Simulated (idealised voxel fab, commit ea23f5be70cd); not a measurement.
Herein follows the process module entitled voxel ribs on slabs.
It is cross-section cut that appears here, measuring 180 nm in width, its square cells being 5 nm in size.
Cross-section layout: square cells on a grid; listed as bands, top to bottom; a band spans one or more cell rows.
For a band, the entry starts with two heights in nm, that of the top and then that of the bottom, and carries on with the band's materials in order from left to right, each alongside its width in nm; the word "everywhere" beside a single material means it fills the band edge to edge, and "blank" means empty space.
Heights are measured from 0, the level below which the as-received wafer is all one material; the lowest band has no bottom and continues downward, written as in "0 and below".
So if you see something like "30..40" for the width, read it as the top row of the band sitting at the first number and the bottom row at the second, with every row in between moving by the same amount as the last.
Where the words "no change" appear for a step, the cross-section shows no cell changed by that step; every cell remained as before.
In the "Completely enclosed voids" entry, you get each enclosed empty space of 8 cells or more, one with no open way to the top, written width x height at distance, distance from the left edge, in nm.
Post-settings text on a step line: simulator's own remark regarding the step.
Regarding "overlay nm": on a step with a mask, it is the distance the mask lay to the right of its planned place; a negative value places it to the left.
Below is the list of planned process steps
- 1: RECEIVE, material Si
- 2: DIRECTIONAL_DEP, material SiO2, thk nm 30
- 3: DIRECTIONAL_DEP, material SiN, thk nm 20
- 4: DIRECTIONAL_DEP, material aC, thk nm 15
- 5: PATTERN, tone cover, mask id RIB, material resist, width nm 25, thk nm 30, overlay nm 0
- 6: DIRECTIONAL_ETCH, etch materials aC, depth nm 15
- 7: STRIP, etch materials resist
- 8: DIRECTIONAL_ETCH, etch materials SiN, depth nm 10
- 9: STRIP, etch materials aC
- 10: DIRECTIONAL_DEP, material aC, thk nm 15
- 11: PATTERN, tone cover, mask id SLAB, material resist, width nm 75, thk nm 30, overlay nm 0
- 12: DIRECTIONAL_ETCH, etch materials aC, depth nm 15
- 13: STRIP, etch materials resist
- 14: DIRECTIONAL_ETCH, etch materials SiN, depth nm 10
- 15: STRIP, etch materials aC
- 16: FILL_DEP, material SiO2, thk nm 25
- 17: CMP, height nm 65
- 18: DIRECTIONAL_DEP, material W, thk nm 5
- 19: PATTERN, tone cover, mask id HEATER, material resist, width nm 35, thk nm 15, overlay nm 0
- 20: DIRECTIONAL_ETCH, etch materials W, depth nm 5
- 21: STRIP, etch materials resist
- 22: CONFORMAL_DEP, material SiO2, thk nm 10
Delivered wafer in cross-section: state after step 1
- 0 and below | Si everywhere
- Completely enclosed voids: none
Cross-sectional image of the first of two wafers at the end of the module, the run having proceeded as planned
- 80 down to 75 | blank 60  SiO2 55  blank 65
- 75 down to 70 | SiO2 everywhere
- 70 down to 65 | SiO2 70  W 35  SiO2 75
- 65 down to 50 | SiO2 everywhere
- 50 down to 40 | SiO2 75  SiN 25  SiO2 80
- 40 down to 30 | SiO2 50  SiN 75  SiO2 55
- 30 down to 0 | SiO2 everywhere
- 0 and below | Si everywhere
- Completely enclosed voids: none
This is the second of the two wafers, cross-sectioned at the end of the module; it started exactly like the first and was given the same plan, but it was run with one mistake
- 80 down to 75 | blank 60  SiO2 55  blank 65
- 75 down to 70 | SiO2 everywhere
- 70 down to 65 | SiO2 70  W 35  SiO2 75
- 65 down to 60 | SiO2 50  SiN 75  SiO2 55
- 60 down to 0 | SiO2 everywhere
- 0 and below | Si everywhere
- Completely enclosed voids: none
Finding, execution versus plan: step 2 of the plan was carried out twice
Once processing is complete, comparing cell counts shows that the second wafer has more or fewer of certain materials than the first: SiN -25 | SiO2 +25
